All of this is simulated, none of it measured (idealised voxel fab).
A process module follows: voxel released beams.
The cross-section shown here is cut; it is 205 nm wide and divided into square cells measuring 5 nm on a side.
When this document writes out a cross-section, it uses a grid of square cells and lists it as bands, beginning at the top and moving down, with a band standing for one or more rows of cells. Band: top and bottom heights (nm) first, top before bottom; then materials from left to right, widths in nm. "throughout" marks a sole material filling the band edge to edge. "empty" denotes empty space. Measure heights from 0. That's the level where, below it, the as-received wafer is all one material. The lowest band is bottomless and extends downward; write it as in "from 0 down". A two-number width, for instance "30 to 40", indicates that the width is equal to the first number in the top row of the band and to the second number in the bottom row, and that it changes by a constant amount per row of cells. "no modification" -> step changed no cross-section cell. You'll see "Enclosed voids" listing empty spaces that have no way open to the top, as long as they're 8 cells or more; the notation is width x height at distance, where the distance is from the left edge, and all of it is in nm. On each step's line, the part that comes after the settings is the simulator's own comment on the step. When a step includes a mask, the "overlay nm" setting on its line states how far to the right of its planned place that mask lay, and negative values state how far to the left.

[List of planned process steps]
1. RECEIVE | material Si
2. CONFORMAL_DEP | material SiN | thk nm 10
3. DIRECTIONAL_DEP | material SiO2 | thk nm 15
4. DIRECTIONAL_DEP | material aC | thk nm 10
5. PATTERN | tone open | mask id ANCHOR | material resist | width nm 25 | thk nm 30 | overlay nm 0
6. DIRECTIONAL_ETCH | etch materials aC | depth nm 10
7. STRIP | etch materials resist
8. DIRECTIONAL_ETCH | etch materials SiO2 | depth nm 15
9. STRIP | etch materials aC
10. CONFORMAL_DEP | material W | thk nm 10
11. DIRECTIONAL_DEP | material aC | thk nm 15
12. PATTERN | tone cover | mask id BEAM | material resist | width nm 90 | thk nm 35 | overlay nm 0
13. DIRECTIONAL_ETCH | etch materials aC | depth nm 15
14. STRIP | etch materials resist
15. DIRECTIONAL_ETCH | etch materials W | depth nm 10
16. STRIP | etch materials aC
17. STRIP | etch materials SiO2

[Cross-section of the wafer as it came to us, i.e., already through step 1]
  from 0 down | Si throughout
  Enclosed voids: none

[First of two wafers: cross-section at end of module, run per plan]
  from 35 to 25 | empty=55; W=15; empty=5; W=70; empty=60
  from 25 to 20 | empty=60; W=10; empty=5; W=10; empty=120
  from 20 to 10 | empty=60; W=25; empty=120
  from 10 to 0 | SiN throughout
  from 0 down | Si throughout
  Enclosed voids: none

[second wafer at the end: like start, like plan, one mistake]
  from 35 to 25 | empty=45; W=25; empty=5; W=60; empty=70
  from 25 to 20 | empty=60; W=10; empty=5; W=10; empty=120
  from 20 to 10 | empty=60; W=25; empty=120
  from 10 to 0 | SiN throughout
  from 0 down | Si throughout
  Enclosed voids: none
Misprocessing identified: step 12, actual vs plan mismatch, actual run PATTERN | tone cover | mask id BEAM | material resist | width nm 90 | thk nm 35 | overlay nm -10
Final state: per-material cell counts identical on both wafers; locations differ.
